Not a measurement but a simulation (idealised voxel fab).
Herein follows the process module entitled voxel self aligned vias.
Cross-section cut: width 250 nm, square cells of 5 nm.
In this document a cross-section is written as a grid of square cells. It is given as a series of bands, listed from the top down, and a band is one or more rows of cells.
Heights first: top, then bottom, in nm. Then materials, left to right, each with a width in nm. "everywhere" on a single material: fills the band edge to edge. "air": empty space.
Heads up on the height convention: 0 is the point under which the incoming wafer is all one material, and the lowest band has no bottom, it just keeps going down, like "0 down".
So if you see something like "30..40" for the width, read it as the top row of the band sitting at the first number and the bottom row at the second, with every row in between moving by the same amount as the last.
Basically "no alterations made" means that step didn't change any cell in the cross-section.
What "Closed void listing" gives you is every empty space of 8 cells or more that is cut off from the top. Each appears as width x height at distance, with the distance taken from the left edge and width, height and distance all in nm.
Past the settings on a step's line: simulator remark, on that step.
overlay nm: step with mask; distance mask lay right of planned place; negative value = left of planned place.

# Process steps (planned)
1,op RECEIVE | material Si
2,op CONFORMAL_DEP | material SiO2 | thk nm 15
3,op CONFORMAL_DEP | material SiCN | thk nm 5
4,op DIRECTIONAL_DEP | material lowk | thk nm 25
5,op PATTERN | tone open | mask id LINES | material resist | width nm 20 | pitch nm 55 | thk nm 20 | overlay nm 0
6,op DIRECTIONAL_ETCH | etch materials lowk | depth nm 25
7,op STRIP | etch materials resist
8,op CONFORMAL_DEP | material TiN | thk nm 5
9,op FILL_DEP | material W | thk nm 5
10,op CMP | height nm 45
11,op SELECTIVE_ETCH | etch materials W Ru TiN | depth nm 5
12,op FILL_DEP | material SiN | thk nm 10
13,op CMP | height nm 45
14,op DIRECTIONAL_DEP | material lowk | thk nm 20
15,op DIRECTIONAL_DEP | material aC | thk nm 10
16,op PATTERN | tone open | mask id VIAS | material resist | width nm 40 | pitch nm 55 | thk nm 25 | overlay nm 0
17,op DIRECTIONAL_ETCH | etch materials aC | depth nm 10
18,op STRIP | etch materials resist
19,op DIRECTIONAL_ETCH | etch materials lowk | depth nm 20
20,op DIRECTIONAL_ETCH | etch materials SiN | depth nm 5
21,op STRIP | etch materials aC
22,op CONFORMAL_DEP | material TiN | thk nm 5
23,op FILL_DEP | material Ru | thk nm 10
24,op CMP | height nm 65
25,op CONFORMAL_DEP | material SiCN | thk nm 5

# What follows covers the first of two wafers; it ran as planned

# Step 1 complete: cross-section of the wafer as received
- 0 down: Si everywhere
- Closed void listing: none

# You're looking at a cross-section of the wafer after step 2
- 15 to 0: SiO2 everywhere
- Below 0 it's all the same as before, nothing changed down there.

# You're looking at a cross-section of the wafer after step 3
- 20 to 15: SiCN everywhere
- Below 15 it's all the same as before, nothing changed down there.

# You're looking at a cross-section of the wafer after step 4
- 45 to 20: lowk everywhere
- Below 20 it's all the same as before, nothing changed down there.

# You're looking at a cross-section of the wafer after step 5
- 65 to 45: resist 60 | air 20 | resist 35 | air 20 | resist 35 | air 20 | resist 60
- Below 45 it's all the same as before, nothing changed down there.

# You're looking at a cross-section of the wafer after step 6
- 65 to 45: resist 60 | air 20 | resist 35 | air 20 | resist 35 | air 20 | resist 60
- 45 to 20: lowk 60 | air 20 | lowk 35 | air 20 | lowk 35 | air 20 | lowk 60
- Below 20 it's all the same as before, nothing changed down there.

# You're looking at a cross-section of the wafer after step 7
- 45 to 20: lowk 60 | air 20 | lowk 35 | air 20 | lowk 35 | air 20 | lowk 60
- Below 20 it's all the same as before, nothing changed down there.

# You're looking at a cross-section of the wafer after step 8
- 50 to 45: TiN 65 | air 10 | TiN 45 | air 10 | TiN 45 | air 10 | TiN 65
- 45 to 25: lowk 60 | TiN 5 | air 10 | TiN 5 | lowk 35 | TiN 5 | air 10 | TiN 5 | lowk 35 | TiN 5 | air 10 | TiN 5 | lowk 60
- 25 to 20: lowk 60 | TiN 20 | lowk 35 | TiN 20 | lowk 35 | TiN 20 | lowk 60
- Below 20 it's all the same as before, nothing changed down there.

# You're looking at a cross-section of the wafer after step 9
- 55 to 50: W everywhere
- 50 to 45: TiN 65 | W 10 | TiN 45 | W 10 | TiN 45 | W 10 | TiN 65
- 45 to 25: lowk 60 | TiN 5 | W 10 | TiN 5 | lowk 35 | TiN 5 | W 10 | TiN 5 | lowk 35 | TiN 5 | W 10 | TiN 5 | lowk 60
- Below 25 it's all the same as before, nothing changed down there.

# You're looking at a cross-section of the wafer after step 10
- 45 to 25: lowk 60 | TiN 5 | W 10 | TiN 5 | lowk 35 | TiN 5 | W 10 | TiN 5 | lowk 35 | TiN 5 | W 10 | TiN 5 | lowk 60
- Below 25 it's all the same as before, nothing changed down there.

# You're looking at a cross-section of the wafer after step 11
- 45 to 40: lowk 60 | air 20 | lowk 35 | air 20 | lowk 35 | air 20 | lowk 60
- Below 40 it's all the same as before, nothing changed down there.

# You're looking at a cross-section of the wafer after step 12
- 55 to 45: SiN everywhere
- 45 to 40: lowk 60 | SiN 20 | lowk 35 | SiN 20 | lowk 35 | SiN 20 | lowk 60
- Below 40 it's all the same as before, nothing changed down there.

# You're looking at a cross-section of the wafer after step 13
- 45 to 40: lowk 60 | SiN 20 | lowk 35 | SiN 20 | lowk 35 | SiN 20 | lowk 60
- Below 40 it's all the same as before, nothing changed down there.

# You're looking at a cross-section of the wafer after step 14
- 65 to 45: lowk everywhere
- Below 45 it's all the same as before, nothing changed down there.

# You're looking at a cross-section of the wafer after step 15
- 75 to 65: aC everywhere
- Below 65 it's all the same as before, nothing changed down there.

# You're looking at a cross-section of the wafer after step 16
- 100 to 75: resist 50 | air 40 | resist 15 | air 40 | resist 15 | air 40 | resist 50
- Below 75 it's all the same as before, nothing changed down there.

# You're looking at a cross-section of the wafer after step 17
- 90 to 75: resist 50 | air 40 | resist 15 | air 40 | resist 15 | air 40 | resist 50
- 75 to 65: aC 50 | air 40 | aC 15 | air 40 | aC 15 | air 40 | aC 50
- Below 65 it's all the same as before, nothing changed down there.

# You're looking at a cross-section of the wafer after step 18
- 75 to 65: aC 50 | air 40 | aC 15 | air 40 | aC 15 | air 40 | aC 50
- Below 65 it's all the same as before, nothing changed down there.

# You're looking at a cross-section of the wafer after step 19
- 75 to 65: aC 50 | air 40 | aC 15 | air 40 | aC 15 | air 40 | aC 50
- 65 to 45: lowk 50 | air 40 | lowk 15 | air 40 | lowk 15 | air 40 | lowk 50
- Below 45 it's all the same as before, nothing changed down there.

# You're looking at a cross-section of the wafer after step 20
- 75 to 65: aC 50 | air 40 | aC 15 | air 40 | aC 15 | air 40 | aC 50
- 65 to 45: lowk 50 | air 40 | lowk 15 | air 40 | lowk 15 | air 40 | lowk 50
- 45 to 40: lowk 60 | air 20 | lowk 35 | air 20 | lowk 35 | air 20 | lowk 60
- Below 40 it's all the same as before, nothing changed down there.

# You're looking at a cross-section of the wafer after step 21
- 65 to 45: lowk 50 | air 40 | lowk 15 | air 40 | lowk 15 | air 40 | lowk 50
- Below 45 it's all the same as before, nothing changed down there.

# You're looking at a cross-section of the wafer after step 22
- 70 to 65: TiN 55 | air 30 | TiN 25 | air 30 | TiN 25 | air 30 | TiN 55
- 65 to 50: lowk 50 | TiN 5 | air 30 | TiN 5 | lowk 15 | TiN 5 | air 30 | TiN 5 | lowk 15 | TiN 5 | air 30 | TiN 5 | lowk 50
- 50 to 45: lowk 50 | TiN 15 | air 10 | TiN 15 | lowk 15 | TiN 15 | air 10 | TiN 15 | lowk 15 | TiN 15 | air 10 | TiN 15 | lowk 50
- 45 to 40: lowk 60 | TiN 20 | lowk 35 | TiN 20 | lowk 35 | TiN 20 | lowk 60
- Below 40 it's all the same as before, nothing changed down there.

# You're looking at a cross-section of the wafer after step 23
- 80 to 70: Ru everywhere
- 70 to 65: TiN 55 | Ru 30 | TiN 25 | Ru 30 | TiN 25 | Ru 30 | TiN 55
- 65 to 50: lowk 50 | TiN 5 | Ru 30 | TiN 5 | lowk 15 | TiN 5 | Ru 30 | TiN 5 | lowk 15 | TiN 5 | Ru 30 | TiN 5 | lowk 50
- 50 to 45: lowk 50 | TiN 15 | Ru 10 | TiN 15 | lowk 15 | TiN 15 | Ru 10 | TiN 15 | lowk 15 | TiN 15 | Ru 10 | TiN 15 | lowk 50
- Below 45 it's all the same as before, nothing changed down there.

# You're looking at a cross-section of the wafer after step 24
- 65 to 50: lowk 50 | TiN 5 | Ru 30 | TiN 5 | lowk 15 | TiN 5 | Ru 30 | TiN 5 | lowk 15 | TiN 5 | Ru 30 | TiN 5 | lowk 50
- Below 50 it's all the same as before, nothing changed down there.

# You're looking at a cross-section of the wafer after step 25
- 70 to 65: SiCN everywhere
- Below 65 it's all the same as before, nothing changed down there.

# Companion wafer, the second of two: same beginning, same intended sequence, one mistake in carrying it out; through step 1 inclusive it tracks the first exactly

# Here is the second wafer in cross-section at the point where step 2 of the plan should have been done
- 30 to 0: SiO2 everywhere
- Below 0 it's all the same as before, nothing changed down there.

# Here is the second wafer in cross-section at the point where step 3 of the plan should have been done
- 35 to 30: SiCN everywhere
- Below 30 it's all the same as before, nothing changed down there.

# Here is the second wafer in cross-section at the point where step 4 of the plan should have been done
- 60 to 35: lowk everywhere
- Below 35 it's all the same as before, nothing changed down there.

# Here is the second wafer in cross-section at the point where step 5 of the plan should have been done
- 80 to 60: resist 60 | air 20 | resist 35 | air 20 | resist 35 | air 20 | resist 60
- Below 60 it's all the same as before, nothing changed down there.

# Here is the second wafer in cross-section at the point where step 6 of the plan should have been done
- 80 to 60: resist 60 | air 20 | resist 35 | air 20 | resist 35 | air 20 | resist 60
- 60 to 35: lowk 60 | air 20 | lowk 35 | air 20 | lowk 35 | air 20 | lowk 60
- Below 35 it's all the same as before, nothing changed down there.

# Here is the second wafer in cross-section at the point where step 7 of the plan should have been done
- 60 to 35: lowk 60 | air 20 | lowk 35 | air 20 | lowk 35 | air 20 | lowk 60
- Below 35 it's all the same as before, nothing changed down there.

# Here is the second wafer in cross-section at the point where step 8 of the plan should have been done
- 65 to 60: TiN 65 | air 10 | TiN 45 | air 10 | TiN 45 | air 10 | TiN 65
- 60 to 40: lowk 60 | TiN 5 | air 10 | TiN 5 | lowk 35 | TiN 5 | air 10 | TiN 5 | lowk 35 | TiN 5 | air 10 | TiN 5 | lowk 60
- 40 to 35: lowk 60 | TiN 20 | lowk 35 | TiN 20 | lowk 35 | TiN 20 | lowk 60
- Below 35 it's all the same as before, nothing changed down there.

# Here is the second wafer in cross-section at the point where step 9 of the plan should have been done
- 70 to 65: W everywhere
- 65 to 60: TiN 65 | W 10 | TiN 45 | W 10 | TiN 45 | W 10 | TiN 65
- 60 to 40: lowk 60 | TiN 5 | W 10 | TiN 5 | lowk 35 | TiN 5 | W 10 | TiN 5 | lowk 35 | TiN 5 | W 10 | TiN 5 | lowk 60
- Below 40 it's all the same as before, nothing changed down there.

# Here is the second wafer in cross-section at the point where step 10 of the plan should have been done
- 45 to 40: lowk 60 | TiN 5 | W 10 | TiN 5 | lowk 35 | TiN 5 | W 10 | TiN 5 | lowk 35 | TiN 5 | W 10 | TiN 5 | lowk 60
- Below 40 it's all the same as before, nothing changed down there.

# Here is the second wafer in cross-section at the point where step 11 of the plan should have been done
- 45 to 40: lowk 60 | air 20 | lowk 35 | air 20 | lowk 35 | air 20 | lowk 60
- Below 40 it's all the same as before, nothing changed down there.

# Here is the second wafer in cross-section at the point where step 12 of the plan should have been done
- 55 to 45: SiN everywhere
- 45 to 40: lowk 60 | SiN 20 | lowk 35 | SiN 20 | lowk 35 | SiN 20 | lowk 60
- Below 40 it's all the same as before, nothing changed down there.

# Here is the second wafer in cross-section at the point where step 13 of the plan should have been done
- 45 to 40: lowk 60 | SiN 20 | lowk 35 | SiN 20 | lowk 35 | SiN 20 | lowk 60
- Below 40 it's all the same as before, nothing changed down there.

# Here is the second wafer in cross-section at the point where step 14 of the plan should have been done
- 65 to 45: lowk everywhere
- Below 45 it's all the same as before, nothing changed down there.

# Here is the second wafer in cross-section at the point where step 15 of the plan should have been done
- 75 to 65: aC everywhere
- Below 65 it's all the same as before, nothing changed down there.

# Here is the second wafer in cross-section at the point where step 16 of the plan should have been done
- 100 to 75: resist 50 | air 40 | resist 15 | air 40 | resist 15 | air 40 | resist 50
- Below 75 it's all the same as before, nothing changed down there.

# Here is the second wafer in cross-section at the point where step 17 of the plan should have been done
- 90 to 75: resist 50 | air 40 | resist 15 | air 40 | resist 15 | air 40 | resist 50
- 75 to 65: aC 50 | air 40 | aC 15 | air 40 | aC 15 | air 40 | aC 50
- Below 65 it's all the same as before, nothing changed down there.

# Here is the second wafer in cross-section at the point where step 18 of the plan should have been done
- 75 to 65: aC 50 | air 40 | aC 15 | air 40 | aC 15 | air 40 | aC 50
- Below 65 it's all the same as before, nothing changed down there.

# Here is the second wafer in cross-section at the point where step 19 of the plan should have been done
- 75 to 65: aC 50 | air 40 | aC 15 | air 40 | aC 15 | air 40 | aC 50
- 65 to 45: lowk 50 | air 40 | lowk 15 | air 40 | lowk 15 | air 40 | lowk 50
- Below 45 it's all the same as before, nothing changed down there.

# Here is the second wafer in cross-section at the point where step 20 of the plan should have been done
- 75 to 65: aC 50 | air 40 | aC 15 | air 40 | aC 15 | air 40 | aC 50
- 65 to 45: lowk 50 | air 40 | lowk 15 | air 40 | lowk 15 | air 40 | lowk 50
- 45 to 40: lowk 60 | air 20 | lowk 35 | air 20 | lowk 35 | air 20 | lowk 60
- Below 40 it's all the same as before, nothing changed down there.

# Here is the second wafer in cross-section at the point where step 21 of the plan should have been done
- 65 to 45: lowk 50 | air 40 | lowk 15 | air 40 | lowk 15 | air 40 | lowk 50
- Below 45 it's all the same as before, nothing changed down there.

# Here is the second wafer in cross-section at the point where step 22 of the plan should have been done
- 70 to 65: TiN 55 | air 30 | TiN 25 | air 30 | TiN 25 | air 30 | TiN 55
- 65 to 50: lowk 50 | TiN 5 | air 30 | TiN 5 | lowk 15 | TiN 5 | air 30 | TiN 5 | lowk 15 | TiN 5 | air 30 | TiN 5 | lowk 50
- 50 to 45: lowk 50 | TiN 15 | air 10 | TiN 15 | lowk 15 | TiN 15 | air 10 | TiN 15 | lowk 15 | TiN 15 | air 10 | TiN 15 | lowk 50
- 45 to 35: lowk 60 | TiN 20 | lowk 35 | TiN 20 | lowk 35 | TiN 20 | lowk 60
- Below 35 it's all the same as before, nothing changed down there.

# Here is the second wafer in cross-section at the point where step 23 of the plan should have been done
- 80 to 70: Ru everywhere
- 70 to 65: TiN 55 | Ru 30 | TiN 25 | Ru 30 | TiN 25 | Ru 30 | TiN 55
- 65 to 50: lowk 50 | TiN 5 | Ru 30 | TiN 5 | lowk 15 | TiN 5 | Ru 30 | TiN 5 | lowk 15 | TiN 5 | Ru 30 | TiN 5 | lowk 50
- 50 to 45: lowk 50 | TiN 15 | Ru 10 | TiN 15 | lowk 15 | TiN 15 | Ru 10 | TiN 15 | lowk 15 | TiN 15 | Ru 10 | TiN 15 | lowk 50
- Below 45 it's all the same as before, nothing changed down there.

# Here is the second wafer in cross-section at the point where step 24 of the plan should have been done
- 65 to 50: lowk 50 | TiN 5 | Ru 30 | TiN 5 | lowk 15 | TiN 5 | Ru 30 | TiN 5 | lowk 15 | TiN 5 | Ru 30 | TiN 5 | lowk 50
- Below 50 it's all the same as before, nothing changed down there.

# Here is the second wafer in cross-section at the point where step 25 of the plan should have been done
- 70 to 65: SiCN everywhere
- Below 65 it's all the same as before, nothing changed down there.
Deviation from plan: step 2 of the plan was performed twice
End of process, cell counts, second wafer against first, materials with more or fewer: SiO2 +150 | TiN -18 | W -18 | lowk -114
